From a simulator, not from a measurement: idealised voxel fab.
process module | voxel capacitor over wiring
cross-section cut | 140 nm wide | cells 5 nm
A cross-section is a grid of square cells, given in bands from the top down. A band is one or more rows of cells.
Each band's line starts with the height of the band's top and of its bottom, in nm. Then come its materials from left to right, each with its width in nm. One material with "throughout" fills the band from edge to edge. "air" is empty space.
Height 0 is the level under which the wafer as received is all one material. The lowest band goes on downwards, as in "0 down".
A width such as "30 to 40" changes by the same amount from each row of cells to the next, from the band's top row to its bottom row.
"no change" after a step means that no cell of the cross-section changed.
closed voids: empty space of 8 cells or more with no open way to the top, each as width x height at its distance from the left edge, in nm
after a step's settings: what the simulator itself notes on the step
overlay nm, on a step with a mask: how far to the right of its planned place the mask lay; to the left if negative
Each pair below shows a cross-section before one step and the cross-section after it, down to the lowest band that changed. The line under each pair gives the step between them, with its settings. The pairs can come from different runs of this module on the same starting wafer, so a pair continues from the pair above only where its "before" says so.
before
  0 down: Si throughout
  closed voids: none
after
  10 to 0: SiO2 throughout
  below 0: unchanged
  closed voids: none
the step between: op CONFORMAL_DEP | material SiO2 | thk nm 10
before: the cross-section after the pair above
after
  15 to 10: TiN throughout
  below 10: unchanged
  closed voids: none
the step between: op DIRECTIONAL_DEP | material TiN | thk nm 5
before: the cross-section after the pair above
after
  40 to 15: Ru throughout
  below 15: unchanged
  closed voids: none
the step between: op DIRECTIONAL_DEP | material Ru | thk nm 25
before: the cross-section after the pair above
after
  40 to 15: air 15 | Ru 25 | air 55 | Ru 25 | air 20
  below 15: unchanged
  closed voids: none
the step between: op MASKED_ETCH | tone cover | mask id METAL_1 | width nm 25 | pitch nm 80 | etch materials Ru | depth nm 25 | overlay nm 0
before: the cross-section after the pair above
after
  40 to 15: air 15 | Ru 25 | air 55 | Ru 25 | air 20
  15 to 10: air 15 | TiN 25 | air 55 | TiN 25 | air 20
  below 10: unchanged
  closed voids: none
the step between: op MASKED_ETCH | tone cover | mask id METAL_1 | width nm 25 | pitch nm 80 | etch materials TiN | depth nm 5 | overlay nm 0
before: the cross-section after the pair above
after
  45 to 40: air 10 | SiN 35 | air 45 | SiN 35 | air 15
  40 to 15: air 10 | SiN 5 | Ru 25 | SiN 5 | air 45 | SiN 5 | Ru 25 | SiN 5 | air 15
  15 to 10: SiN 15 | TiN 25 | SiN 55 | TiN 25 | SiN 20
  below 10: unchanged
  closed voids: none
the step between: op CONFORMAL_DEP | material SiN | thk nm 5
before: the cross-section after the pair above
after
  50 to 45: SiO2 throughout
  45 to 40: SiO2 10 | SiN 35 | SiO2 45 | SiN 35 | SiO2 15
  40 to 15: SiO2 10 | SiN 5 | Ru 25 | SiN 5 | SiO2 45 | SiN 5 | Ru 25 | SiN 5 | SiO2 15
  below 15: unchanged
  closed voids: none
the step between: op FILL_DEP | material SiO2 | thk nm 5
before: the cross-section after the pair above
after
  40 to 15: SiO2 10 | SiN 5 | Ru 25 | SiN 5 | SiO2 45 | SiN 5 | Ru 25 | SiN 5 | SiO2 15
  below 15: unchanged
  closed voids: none
the step between: op CMP | height nm 40
before: the cross-section after the pair above
after
  45 to 40: SiCN throughout
  below 40: unchanged
  closed voids: none
the step between: op CONFORMAL_DEP | material SiCN | thk nm 5
before: the cross-section after the pair above
after
  60 to 45: lowk throughout
  below 45: unchanged
  closed voids: none
the step between: op DIRECTIONAL_DEP | material lowk | thk nm 15
before: the cross-section after the pair above
after
  70 to 60: aC throughout
  below 60: unchanged
  closed voids: none
the step between: op DIRECTIONAL_DEP | material aC | thk nm 10
before: the cross-section after the pair above
after
  95 to 70: resist 25 | air 15 | resist 100
  below 70: unchanged
  closed voids: none
the step between: op PATTERN | tone open | mask id PLUG_1 | material resist | width nm 15 | thk nm 25 | overlay nm 0
before: the cross-section after the pair above
after
  85 to 70: resist 25 | air 15 | resist 100
  70 to 60: aC 25 | air 15 | aC 100
  below 60: unchanged
  closed voids: none
the step between: op DIRECTIONAL_ETCH | etch materials aC | depth nm 10
before: the cross-section after the pair above
after
  70 to 60: aC 25 | air 15 | aC 100
  below 60: unchanged
  closed voids: none
the step between: op STRIP | etch materials resist
before: the cross-section after the pair above
after
  70 to 60: aC 25 | air 15 | aC 100
  60 to 45: lowk 25 | air 15 | lowk 100
  below 45: unchanged
  closed voids: none
the step between: op DIRECTIONAL_ETCH | etch materials lowk | depth nm 15
before: the cross-section after the pair above
after
  70 to 60: aC 25 | air 15 | aC 100
  60 to 45: lowk 25 | air 15 | lowk 100
  45 to 40: SiCN 25 | air 15 | SiCN 100
  below 40: unchanged
  closed voids: none
the step between: op DIRECTIONAL_ETCH | etch materials SiCN | depth nm 5
before: the cross-section after the pair above
after
  60 to 45: lowk 25 | air 15 | lowk 100
  below 45: unchanged
  closed voids: none
the step between: op STRIP | etch materials aC
before: the cross-section after the pair above
after
  65 to 60: TiN 30 | air 5 | TiN 105
  60 to 45: lowk 25 | TiN 5 | air 5 | TiN 5 | lowk 100
  45 to 40: SiCN 25 | TiN 15 | SiCN 100
  below 40: unchanged
  closed voids: none
the step between: op CONFORMAL_DEP | material TiN | thk nm 5
before: the cross-section after the pair above
after
  70 to 65: Ru throughout
  65 to 60: TiN 30 | Ru 5 | TiN 105
  60 to 45: lowk 25 | TiN 5 | Ru 5 | TiN 5 | lowk 100
  below 45: unchanged
  closed voids: none
the step between: op FILL_DEP | material Ru | thk nm 5
before: the cross-section after the pair above
after
  60 to 45: lowk 25 | TiN 5 | Ru 5 | TiN 5 | lowk 100
  below 45: unchanged
  closed voids: none
the step between: op CMP | height nm 60
before: the cross-section after the pair above
after
  65 to 60: TiN throughout
  below 60: unchanged
  closed voids: none
the step between: op DIRECTIONAL_DEP | material TiN | thk nm 5
before: the cross-section after the pair above
after
  70 to 65: Al2O3 throughout
  below 65: unchanged
  closed voids: none
the step between: op DIRECTIONAL_DEP | material Al2O3 | thk nm 5
before: the cross-section after the pair above
after
  80 to 70: TiN throughout
  below 70: unchanged
  closed voids: none
the step between: op DIRECTIONAL_DEP | material TiN | thk nm 10
before: the cross-section after the pair above
after
  80 to 70: air 25 | TiN 60 | air 55
  below 70: unchanged
  closed voids: none
the step between: op MASKED_ETCH | tone cover | mask id UPPER_PLATE | width nm 60 | etch materials TiN | depth nm 10 | overlay nm 0
before: the cross-section after the pair above
after
  80 to 70: air 25 | TiN 60 | air 55
  70 to 65: air 25 | Al2O3 60 | air 55
  below 65: unchanged
  closed voids: none
the step between: op MASKED_ETCH | tone cover | mask id UPPER_PLATE | width nm 60 | etch materials Al2O3 | depth nm 5 | overlay nm 0
before: the cross-section after the pair above
after
  90 to 80: air 25 | aC 60 | air 55
  80 to 75: air 25 | TiN 60 | air 55
  75 to 70: aC 25 | TiN 60 | aC 55
  70 to 65: aC 25 | Al2O3 60 | aC 55
  below 65: unchanged
  closed voids: none
the step between: op DIRECTIONAL_DEP | material aC | thk nm 10
before: the cross-section after the pair above
after
  120 to 90: air 20 | resist 70 | air 50
  90 to 80: air 20 | resist 5 | aC 60 | resist 5 | air 50
  80 to 75: air 20 | resist 5 | TiN 60 | resist 5 | air 50
  below 75: unchanged
  closed voids: none
the step between: op PATTERN | tone cover | mask id LOWER_PLATE | material resist | width nm 70 | thk nm 30 | overlay nm 0
before: the cross-section after the pair above
after
  110 to 90: air 20 | resist 70 | air 50
  90 to 80: air 20 | resist 5 | aC 60 | resist 5 | air 50
  80 to 75: air 20 | resist 5 | TiN 60 | resist 5 | air 50
  75 to 70: air 20 | aC 5 | TiN 60 | aC 5 | air 50
  70 to 65: air 20 | aC 5 | Al2O3 60 | aC 5 | air 50
  below 65: unchanged
  closed voids: none
the step between: op DIRECTIONAL_ETCH | etch materials aC | depth nm 10
before: the cross-section after the pair above
after
  90 to 80: air 25 | aC 60 | air 55
  80 to 75: air 25 | TiN 60 | air 55
  below 75: unchanged
  closed voids: none
the step between: op STRIP | etch materials resist
before: the cross-section after the pair above
after
  90 to 80: air 25 | aC 60 | air 55
  80 to 75: air 25 | TiN 60 | air 55
  75 to 70: air 20 | aC 5 | TiN 60 | aC 5 | air 50
  70 to 65: air 20 | aC 5 | Al2O3 60 | aC 5 | air 50
  65 to 60: air 20 | TiN 70 | air 50
  below 60: unchanged
  closed voids: none
the step between: op DIRECTIONAL_ETCH | etch materials TiN | depth nm 5
before: the cross-section after the pair above
after
  80 to 70: air 25 | TiN 60 | air 55
  70 to 65: air 25 | Al2O3 60 | air 55
  below 65: unchanged
  closed voids: none
the step between: op STRIP | etch materials aC
before: the cross-section after the pair above
after
  100 to 80: SiO2 throughout
  80 to 70: SiO2 25 | TiN 60 | SiO2 55
  70 to 65: SiO2 25 | Al2O3 60 | SiO2 55
  65 to 60: SiO2 20 | TiN 70 | SiO2 50
  below 60: unchanged
  closed voids: none
the step between: op FILL_DEP | material SiO2 | thk nm 20
before: the cross-section after the pair above
after
  95 to 80: SiO2 throughout
  below 80: unchanged
  closed voids: none
the step between: op CMP | height nm 95
before: the cross-section after the pair above
after
  110 to 95: resist 35 | air 15 | resist 90
  below 95: unchanged
  closed voids: none
the step between: op PATTERN | tone open | mask id PLUG_2 | material resist | width nm 15 | thk nm 15 | overlay nm 0
before: the cross-section after the pair above
after
  110 to 95: resist 35 | air 15 | resist 90
  95 to 80: SiO2 35 | air 15 | SiO2 90
  below 80: unchanged
  closed voids: none
the step between: op DIRECTIONAL_ETCH | etch materials SiO2 | depth nm 15
before: the cross-section after the pair above
after
  95 to 80: SiO2 35 | air 15 | SiO2 90
  below 80: unchanged
  closed voids: none
the step between: op STRIP | etch materials resist
before: the cross-section after the pair above
after
  100 to 95: TiN 40 | air 5 | TiN 95
  95 to 85: SiO2 35 | TiN 5 | air 5 | TiN 5 | SiO2 90
  85 to 80: SiO2 35 | TiN 15 | SiO2 90
  below 80: unchanged
  closed voids: none
the step between: op CONFORMAL_DEP | material TiN | thk nm 5
before: the cross-section after the pair above
after
  105 to 100: Ru throughout
  100 to 95: TiN 40 | Ru 5 | TiN 95
  95 to 85: SiO2 35 | TiN 5 | Ru 5 | TiN 5 | SiO2 90
  below 85: unchanged
  closed voids: none
the step between: op FILL_DEP | material Ru | thk nm 5
before: the cross-section after the pair above
after
  95 to 85: SiO2 35 | TiN 5 | Ru 5 | TiN 5 | SiO2 90
  below 85: unchanged
  closed voids: none
the step between: op CMP | height nm 95
before: the cross-section after the pair above
after
  100 to 95: SiN throughout
  below 95: unchanged
  closed voids: none
the step between: op CONFORMAL_DEP | material SiN | thk nm 5
before
  65 to 60: TiN throughout
  60 to 45: lowk 25 | TiN 5 | Ru 5 | TiN 5 | lowk 100
  45 to 40: SiCN 25 | TiN 15 | SiCN 100
  40 to 15: SiO2 10 | SiN 5 | Ru 25 | SiN 5 | SiO2 45 | SiN 5 | Ru 25 | SiN 5 | SiO2 15
  15 to 10: SiN 15 | TiN 25 | SiN 55 | TiN 25 | SiN 20
  10 to 0: SiO2 throughout
  0 down: Si throughout
  closed voids: none
after
  75 to 60: TiN throughout
  below 60: unchanged
  closed voids: none
the step between: op DIRECTIONAL_DEP | material TiN | thk nm 10
before: the cross-section after the pair above
after
  75 to 65: air 25 | TiN 60 | air 55
  below 65: unchanged
  closed voids: none
the step between: op MASKED_ETCH | tone cover | mask id UPPER_PLATE | width nm 60 | etch materials TiN | depth nm 10 | overlay nm 0
before: the cross-section after the pair above
after
  85 to 75: air 25 | aC 60 | air 55
  75 to 65: aC 25 | TiN 60 | aC 55
  below 65: unchanged
  closed voids: none
the step between: op DIRECTIONAL_DEP | material aC | thk nm 10
before: the cross-section after the pair above
after
  115 to 85: air 20 | resist 70 | air 50
  85 to 75: air 20 | resist 5 | aC 60 | resist 5 | air 50
  below 75: unchanged
  closed voids: none
the step between: op PATTERN | tone cover | mask id LOWER_PLATE | material resist | width nm 70 | thk nm 30 | overlay nm 0
before: the cross-section after the pair above
after
  105 to 85: air 20 | resist 70 | air 50
  85 to 75: air 20 | resist 5 | aC 60 | resist 5 | air 50
  75 to 65: air 20 | aC 5 | TiN 60 | aC 5 | air 50
  below 65: unchanged
  closed voids: none
the step between: op DIRECTIONAL_ETCH | etch materials aC | depth nm 10
before: the cross-section after the pair above
after
  85 to 75: air 25 | aC 60 | air 55
  below 75: unchanged
  closed voids: none
the step between: op STRIP | etch materials resist
before: the cross-section after the pair above
after
  85 to 75: air 25 | aC 60 | air 55
  75 to 65: air 20 | aC 5 | TiN 60 | aC 5 | air 50
  65 to 60: air 20 | TiN 70 | air 50
  below 60: unchanged
  closed voids: none
the step between: op DIRECTIONAL_ETCH | etch materials TiN | depth nm 5
before: the cross-section after the pair above
after
  75 to 65: air 25 | TiN 60 | air 55
  below 65: unchanged
  closed voids: none
the step between: op STRIP | etch materials aC
before: the cross-section after the pair above
after
  95 to 75: SiO2 throughout
  75 to 65: SiO2 25 | TiN 60 | SiO2 55
  65 to 60: SiO2 20 | TiN 70 | SiO2 50
  below 60: unchanged
  closed voids: none
the step between: op FILL_DEP | material SiO2 | thk nm 20
before: the cross-section after the pair above
after
  110 to 95: resist 35 | air 15 | resist 90
  below 95: unchanged
  closed voids: none
the step between: op PATTERN | tone open | mask id PLUG_2 | material resist | width nm 15 | thk nm 15 | overlay nm 0
before: the cross-section after the pair above
after
  110 to 95: resist 35 | air 15 | resist 90
  95 to 80: SiO2 35 | air 15 | SiO2 90
  below 80: unchanged
  closed voids: none
the step between: op DIRECTIONAL_ETCH | etch materials SiO2 | depth nm 15
before: the cross-section after the pair above
after
  95 to 80: SiO2 35 | air 15 | SiO2 90
  below 80: unchanged
  closed voids: none
the step between: op STRIP | etch materials resist
before: the cross-section after the pair above
after
  100 to 95: TiN 40 | air 5 | TiN 95
  95 to 85: SiO2 35 | TiN 5 | air 5 | TiN 5 | SiO2 90
  85 to 80: SiO2 35 | TiN 15 | SiO2 90
  below 80: unchanged
  closed voids: none
the step between: op CONFORMAL_DEP | material TiN | thk nm 5
before: the cross-section after the pair above
after
  105 to 100: Ru throughout
  100 to 95: TiN 40 | Ru 5 | TiN 95
  95 to 85: SiO2 35 | TiN 5 | Ru 5 | TiN 5 | SiO2 90
  below 85: unchanged
  closed voids: none
the step between: op FILL_DEP | material Ru | thk nm 5
before: the cross-section after the pair above
after
  95 to 85: SiO2 35 | TiN 5 | Ru 5 | TiN 5 | SiO2 90
  below 85: unchanged
  closed voids: none
the step between: op CMP | height nm 95
before: the cross-section after the pair above
after
  100 to 95: SiN throughout
  below 95: unchanged
  closed voids: none
the step between: op CONFORMAL_DEP | material SiN | thk nm 5
before
  50 to 45: SiO2 throughout
  45 to 40: SiO2 10 | SiN 35 | SiO2 45 | SiN 35 | SiO2 15
  40 to 15: SiO2 10 | SiN 5 | Ru 25 | SiN 5 | SiO2 45 | SiN 5 | Ru 25 | SiN 5 | SiO2 15
  15 to 10: SiN 15 | TiN 25 | SiN 55 | TiN 25 | SiN 20
  10 to 0: SiO2 throughout
  0 down: Si throughout
  closed voids: none
after
  55 to 45: SiO2 throughout
  below 45: unchanged
  closed voids: none
the step between: op FILL_DEP | material SiO2 | thk nm 5
before: the cross-section after the pair above
after
  40 to 15: SiO2 10 | SiN 5 | Ru 25 | SiN 5 | SiO2 45 | SiN 5 | Ru 25 | SiN 5 | SiO2 15
  below 15: unchanged
  closed voids: none
the step between: op CMP | height nm 40
before
  75 to 60: TiN throughout
  60 to 45: lowk 25 | TiN 5 | Ru 5 | TiN 5 | lowk 100
  45 to 40: SiCN 25 | TiN 15 | SiCN 100
  40 to 15: SiO2 10 | SiN 5 | Ru 25 | SiN 5 | SiO2 45 | SiN 5 | Ru 25 | SiN 5 | SiO2 15
  15 to 10: SiN 15 | TiN 25 | SiN 55 | TiN 25 | SiN 20
  10 to 0: SiO2 throughout
  0 down: Si throughout
  closed voids: none
after
  80 to 75: Al2O3 throughout
  below 75: unchanged
  closed voids: none
the step between: op DIRECTIONAL_DEP | material Al2O3 | thk nm 5
before: the cross-section after the pair above
after
  80 to 75: air 25 | Al2O3 60 | air 55
  below 75: unchanged
  closed voids: none
the step between: op MASKED_ETCH | tone cover | mask id UPPER_PLATE | width nm 60 | etch materials Al2O3 | depth nm 5 | overlay nm 0
before: the cross-section after the pair above
after
  90 to 85: air 25 | aC 60 | air 55
  85 to 80: aC throughout
  80 to 75: aC 25 | Al2O3 60 | aC 55
  below 75: unchanged
  closed voids: none
the step between: op DIRECTIONAL_DEP | material aC | thk nm 10
before: the cross-section after the pair above
after
  120 to 90: air 20 | resist 70 | air 50
  90 to 85: air 20 | resist 5 | aC 60 | resist 5 | air 50
  below 85: unchanged
  closed voids: none
the step between: op PATTERN | tone cover | mask id LOWER_PLATE | material resist | width nm 70 | thk nm 30 | overlay nm 0
before: the cross-section after the pair above
after
  110 to 90: air 20 | resist 70 | air 50
  90 to 85: air 20 | resist 5 | aC 60 | resist 5 | air 50
  85 to 80: air 20 | aC 70 | air 50
  80 to 75: air 20 | aC 5 | Al2O3 60 | aC 5 | air 50
  below 75: unchanged
  closed voids: none
the step between: op DIRECTIONAL_ETCH | etch materials aC | depth nm 10
before: the cross-section after the pair above
after
  90 to 80: air 25 to 20 | aC 60 to 70 | air 55 to 50
  below 80: unchanged
  closed voids: none
the step between: op STRIP | etch materials resist
before: the cross-section after the pair above
after
  90 to 80: air 25 to 20 | aC 60 to 70 | air 55 to 50
  80 to 75: air 20 | aC 5 | Al2O3 60 | aC 5 | air 50
  75 to 70: air 20 | TiN 70 | air 50
  below 70: unchanged
  closed voids: none
the step between: op DIRECTIONAL_ETCH | etch materials TiN | depth nm 5
before: the cross-section after the pair above
after
  80 to 75: air 25 | Al2O3 60 | air 55
  below 75: unchanged
  closed voids: none
the step between: op STRIP | etch materials aC
before: the cross-section after the pair above
after
  100 to 80: SiO2 throughout
  80 to 75: SiO2 25 | Al2O3 60 | SiO2 55
  75 to 70: SiO2 20 | TiN 70 | SiO2 50
  below 70: unchanged
  closed voids: none
the step between: op FILL_DEP | material SiO2 | thk nm 20
before: the cross-section after the pair above
after
  95 to 80: SiO2 throughout
  below 80: unchanged
  closed voids: none
the step between: op CMP | height nm 95
before: the cross-section after the pair above
after
  110 to 95: resist 35 | air 15 | resist 90
  below 95: unchanged
  closed voids: none
the step between: op PATTERN | tone open | mask id PLUG_2 | material resist | width nm 15 | thk nm 15 | overlay nm 0
before: the cross-section after the pair above
after
  110 to 95: resist 35 | air 15 | resist 90
  95 to 80: SiO2 35 | air 15 | SiO2 90
  below 80: unchanged
  closed voids: none
the step between: op DIRECTIONAL_ETCH | etch materials SiO2 | depth nm 15
before: the cross-section after the pair above
after
  95 to 80: SiO2 35 | air 15 | SiO2 90
  below 80: unchanged
  closed voids: none
the step between: op STRIP | etch materials resist
before: the cross-section after the pair above
after
  100 to 95: TiN 40 | air 5 | TiN 95
  95 to 85: SiO2 35 | TiN 5 | air 5 | TiN 5 | SiO2 90
  85 to 80: SiO2 35 | TiN 15 | SiO2 90
  below 80: unchanged
  closed voids: none
the step between: op CONFORMAL_DEP | material TiN | thk nm 5
before: the cross-section after the pair above
after
  105 to 100: Ru throughout
  100 to 95: TiN 40 | Ru 5 | TiN 95
  95 to 85: SiO2 35 | TiN 5 | Ru 5 | TiN 5 | SiO2 90
  below 85: unchanged
  closed voids: none
the step between: op FILL_DEP | material Ru | thk nm 5
before: the cross-section after the pair above
after
  95 to 85: SiO2 35 | TiN 5 | Ru 5 | TiN 5 | SiO2 90
  below 85: unchanged
  closed voids: none
the step between: op CMP | height nm 95
before: the cross-section after the pair above
after
  100 to 95: SiN throughout
  below 95: unchanged
  closed voids: none
the step between: op CONFORMAL_DEP | material SiN | thk nm 5
before
  80 to 70: TiN throughout
  70 to 65: Al2O3 throughout
  65 to 60: TiN throughout
  60 to 45: lowk 25 | TiN 5 | Ru 5 | TiN 5 | lowk 100
  45 to 40: SiCN 25 | TiN 15 | SiCN 100
  40 to 15: SiO2 10 | SiN 5 | Ru 25 | SiN 5 | SiO2 45 | SiN 5 | Ru 25 | SiN 5 | SiO2 15
  15 to 10: SiN 15 | TiN 25 | SiN 55 | TiN 25 | SiN 20
  10 to 0: SiO2 throughout
  0 down: Si throughout
  closed voids: none
after
  80 to 75: air 25 | TiN 60 | air 55
  below 75: unchanged
  closed voids: none
the step between: op MASKED_ETCH | tone cover | mask id UPPER_PLATE | width nm 60 | etch materials TiN | depth nm 5 | overlay nm 0
before: the cross-section after the pair above
after
  90 to 85: air 25 | aC 60 | air 55
  85 to 80: aC throughout
  80 to 75: aC 25 | TiN 60 | aC 55
  below 75: unchanged
  closed voids: none
the step between: op DIRECTIONAL_DEP | material aC | thk nm 10
before: the cross-section after the pair above
after
  120 to 90: air 20 | resist 70 | air 50
  90 to 85: air 20 | resist 5 | aC 60 | resist 5 | air 50
  below 85: unchanged
  closed voids: none
the step between: op PATTERN | tone cover | mask id LOWER_PLATE | material resist | width nm 70 | thk nm 30 | overlay nm 0
before: the cross-section after the pair above
after
  110 to 90: air 20 | resist 70 | air 50
  90 to 85: air 20 | resist 5 | aC 60 | resist 5 | air 50
  85 to 80: air 20 | aC 70 | air 50
  80 to 75: air 20 | aC 5 | TiN 60 | aC 5 | air 50
  below 75: unchanged
  closed voids: none
the step between: op DIRECTIONAL_ETCH | etch materials aC | depth nm 10
before: the cross-section after the pair above
after
  90 to 80: air 25 to 20 | aC 60 to 70 | air 55 to 50
  below 80: unchanged
  closed voids: none
the step between: op STRIP | etch materials resist
before: the cross-section after the pair above
after
  90 to 80: air 25 to 20 | aC 60 to 70 | air 55 to 50
  80 to 75: air 20 | aC 5 | TiN 60 | aC 5 | air 50
  75 to 70: air 20 | TiN 70 | air 50
  below 70: unchanged
  closed voids: none
the step between: op DIRECTIONAL_ETCH | etch materials TiN | depth nm 5
before: the cross-section after the pair above
after
  80 to 70: air 25 to 20 | TiN 60 to 70 | air 55 to 50
  below 70: unchanged
  closed voids: none
the step between: op STRIP | etch materials aC
before: the cross-section after the pair above
after
  100 to 80: SiO2 throughout
  80 to 70: SiO2 25 to 20 | TiN 60 to 70 | SiO2 55 to 50
  below 70: unchanged
  closed voids: none
the step between: op FILL_DEP | material SiO2 | thk nm 20
before: the cross-section after the pair above
after
  95 to 80: SiO2 throughout
  below 80: unchanged
  closed voids: none
the step between: op CMP | height nm 95
before: the cross-section after the pair above
after
  110 to 95: resist 35 | air 15 | resist 90
  below 95: unchanged
  closed voids: none
the step between: op PATTERN | tone open | mask id PLUG_2 | material resist | width nm 15 | thk nm 15 | overlay nm 0
before: the cross-section after the pair above
after
  110 to 95: resist 35 | air 15 | resist 90
  95 to 80: SiO2 35 | air 15 | SiO2 90
  below 80: unchanged
  closed voids: none
the step between: op DIRECTIONAL_ETCH | etch materials SiO2 | depth nm 15
before: the cross-section after the pair above
after
  95 to 80: SiO2 35 | air 15 | SiO2 90
  below 80: unchanged
  closed voids: none
the step between: op STRIP | etch materials resist
before: the cross-section after the pair above
after
  100 to 95: TiN 40 | air 5 | TiN 95
  95 to 85: SiO2 35 | TiN 5 | air 5 | TiN 5 | SiO2 90
  85 to 75: SiO2 35 to 25 | TiN 15 to 60 | SiO2 90 to 55
  below 75: unchanged
  closed voids: none
the step between: op CONFORMAL_DEP | material TiN | thk nm 5
before: the cross-section after the pair above
after
  105 to 100: Ru throughout
  100 to 95: TiN 40 | Ru 5 | TiN 95
  95 to 85: SiO2 35 | TiN 5 | Ru 5 | TiN 5 | SiO2 90
  below 85: unchanged
  closed voids: none
the step between: op FILL_DEP | material Ru | thk nm 5
before: the cross-section after the pair above
after
  95 to 85: SiO2 35 | TiN 5 | Ru 5 | TiN 5 | SiO2 90
  below 85: unchanged
  closed voids: none
the step between: op CMP | height nm 95
before: the cross-section after the pair above
after
  100 to 95: SiN throughout
  below 95: unchanged
  closed voids: none
the step between: op CONFORMAL_DEP | material SiN | thk nm 5
before
  90 to 80: air 25 | aC 60 | air 55
  80 to 75: air 25 | TiN 60 | air 55
  75 to 70: aC 25 | TiN 60 | aC 55
  70 to 65: aC 25 | Al2O3 60 | aC 55
  65 to 60: TiN throughout
  60 to 45: lowk 25 | TiN 5 | Ru 5 | TiN 5 | lowk 100
  45 to 40: SiCN 25 | TiN 15 | SiCN 100
  40 to 15: SiO2 10 | SiN 5 | Ru 25 | SiN 5 | SiO2 45 | SiN 5 | Ru 25 | SiN 5 | SiO2 15
  15 to 10: SiN 15 | TiN 25 | SiN 55 | TiN 25 | SiN 20
  10 to 0: SiO2 throughout
  0 down: Si throughout
  closed voids: none
after
  120 to 90: air 25 | resist 60 | air 55
  below 90: unchanged
  closed voids: none
the step between: op PATTERN | tone cover | mask id LOWER_PLATE | material resist | width nm 60 | thk nm 30 | overlay nm 0
before: the cross-section after the pair above
after
  110 to 90: air 25 | resist 60 | air 55
  90 to 80: air 25 | aC 60 | air 55
  80 to 70: air 25 | TiN 60 | air 55
  70 to 65: air 25 | Al2O3 60 | air 55
  below 65: unchanged
  closed voids: none
the step between: op DIRECTIONAL_ETCH | etch materials aC | depth nm 10
before: the cross-section after the pair above
after
  90 to 80: air 25 | aC 60 | air 55
  below 80: unchanged
  closed voids: none
the step between: op STRIP | etch materials resist
before: the cross-section after the pair above
after
  90 to 80: air 25 | aC 60 | air 55
  80 to 70: air 25 | TiN 60 | air 55
  70 to 65: air 25 | Al2O3 60 | air 55
  65 to 60: air 25 | TiN 60 | air 55
  below 60: unchanged
  closed voids: none
the step between: op DIRECTIONAL_ETCH | etch materials TiN | depth nm 5
before: the cross-section after the pair above
after
  80 to 70: air 25 | TiN 60 | air 55
  below 70: unchanged
  closed voids: none
the step between: op STRIP | etch materials aC
before: the cross-section after the pair above
after
  100 to 80: SiO2 throughout
  80 to 70: SiO2 25 | TiN 60 | SiO2 55
  70 to 65: SiO2 25 | Al2O3 60 | SiO2 55
  65 to 60: SiO2 25 | TiN 60 | SiO2 55
  below 60: unchanged
  closed voids: none
the step between: op FILL_DEP | material SiO2 | thk nm 20
before: the cross-section after the pair above
after
  95 to 80: SiO2 throughout
  below 80: unchanged
  closed voids: none
the step between: op CMP | height nm 95
before: the cross-section after the pair above
after
  110 to 95: resist 35 | air 15 | resist 90
  below 95: unchanged
  closed voids: none
the step between: op PATTERN | tone open | mask id PLUG_2 | material resist | width nm 15 | thk nm 15 | overlay nm 0
before: the cross-section after the pair above
after
  110 to 95: resist 35 | air 15 | resist 90
  95 to 80: SiO2 35 | air 15 | SiO2 90
  below 80: unchanged
  closed voids: none
the step between: op DIRECTIONAL_ETCH | etch materials SiO2 | depth nm 15
before: the cross-section after the pair above
after
  95 to 80: SiO2 35 | air 15 | SiO2 90
  below 80: unchanged
  closed voids: none
the step between: op STRIP | etch materials resist
before: the cross-section after the pair above
after
  100 to 95: TiN 40 | air 5 | TiN 95
  95 to 85: SiO2 35 | TiN 5 | air 5 | TiN 5 | SiO2 90
  85 to 80: SiO2 35 | TiN 15 | SiO2 90
  below 80: unchanged
  closed voids: none
the step between: op CONFORMAL_DEP | material TiN | thk nm 5
before: the cross-section after the pair above
after
  105 to 100: Ru throughout
  100 to 95: TiN 40 | Ru 5 | TiN 95
  95 to 85: SiO2 35 | TiN 5 | Ru 5 | TiN 5 | SiO2 90
  below 85: unchanged
  closed voids: none
the step between: op FILL_DEP | material Ru | thk nm 5
before: the cross-section after the pair above
after
  95 to 85: SiO2 35 | TiN 5 | Ru 5 | TiN 5 | SiO2 90
  below 85: unchanged
  closed voids: none
the step between: op CMP | height nm 95
before: the cross-section after the pair above
after
  100 to 95: SiN throughout
  below 95: unchanged
  closed voids: none
the step between: op CONFORMAL_DEP | material SiN | thk nm 5
before
  70 to 60: aC throughout
  60 to 45: lowk throughout
  45 to 40: SiCN throughout
  40 to 15: SiO2 10 | SiN 5 | Ru 25 | SiN 5 | SiO2 45 | SiN 5 | Ru 25 | SiN 5 | SiO2 15
  15 to 10: SiN 15 | TiN 25 | SiN 55 | TiN 25 | SiN 20
  10 to 0: SiO2 throughout
  0 down: Si throughout
  closed voids: none
after
  95 to 70: resist 15 | air 15 | resist 110
  below 70: unchanged
  closed voids: none
the step between: op PATTERN | tone open | mask id PLUG_1 | material resist | width nm 15 | thk nm 25 | overlay nm -10
before: the cross-section after the pair above
after
  85 to 70: resist 15 | air 15 | resist 110
  70 to 60: aC 15 | air 15 | aC 110
  below 60: unchanged
  closed voids: none
the step between: op DIRECTIONAL_ETCH | etch materials aC | depth nm 10
before: the cross-section after the pair above
after
  70 to 60: aC 15 | air 15 | aC 110
  below 60: unchanged
  closed voids: none
the step between: op STRIP | etch materials resist
before: the cross-section after the pair above
after
  70 to 60: aC 15 | air 15 | aC 110
  60 to 45: lowk 15 | air 15 | lowk 110
  below 45: unchanged
  closed voids: none
the step between: op DIRECTIONAL_ETCH | etch materials lowk | depth nm 15
before: the cross-section after the pair above
after
  70 to 60: aC 15 | air 15 | aC 110
  60 to 45: lowk 15 | air 15 | lowk 110
  45 to 40: SiCN 15 | air 15 | SiCN 110
  below 40: unchanged
  closed voids: none
the step between: op DIRECTIONAL_ETCH | etch materials SiCN | depth nm 5
before: the cross-section after the pair above
after
  60 to 45: lowk 15 | air 15 | lowk 110
  below 45: unchanged
  closed voids: none
the step between: op STRIP | etch materials aC
before: the cross-section after the pair above
after
  65 to 60: TiN 20 | air 5 | TiN 115
  60 to 45: lowk 15 | TiN 5 | air 5 | TiN 5 | lowk 110
  45 to 40: SiCN 15 | TiN 15 | SiCN 110
  below 40: unchanged
  closed voids: none
the step between: op CONFORMAL_DEP | material TiN | thk nm 5
before: the cross-section after the pair above
after
  70 to 65: Ru throughout
  65 to 60: TiN 20 | Ru 5 | TiN 115
  60 to 45: lowk 15 | TiN 5 | Ru 5 | TiN 5 | lowk 110
  below 45: unchanged
  closed voids: none
the step between: op FILL_DEP | material Ru | thk nm 5
before: the cross-section after the pair above
after
  60 to 45: lowk 15 | TiN 5 | Ru 5 | TiN 5 | lowk 110
  below 45: unchanged
  closed voids: none
the step between: op CMP | height nm 60
before: the cross-section after the pair above
after
  65 to 60: TiN throughout
  below 60: unchanged
  closed voids: none
the step between: op DIRECTIONAL_DEP | material TiN | thk nm 5
before: the cross-section after the pair above
after
  70 to 65: Al2O3 throughout
  below 65: unchanged
  closed voids: none
the step between: op DIRECTIONAL_DEP | material Al2O3 | thk nm 5
before: the cross-section after the pair above
after
  80 to 70: TiN throughout
  below 70: unchanged
  closed voids: none
the step between: op DIRECTIONAL_DEP | material TiN | thk nm 10
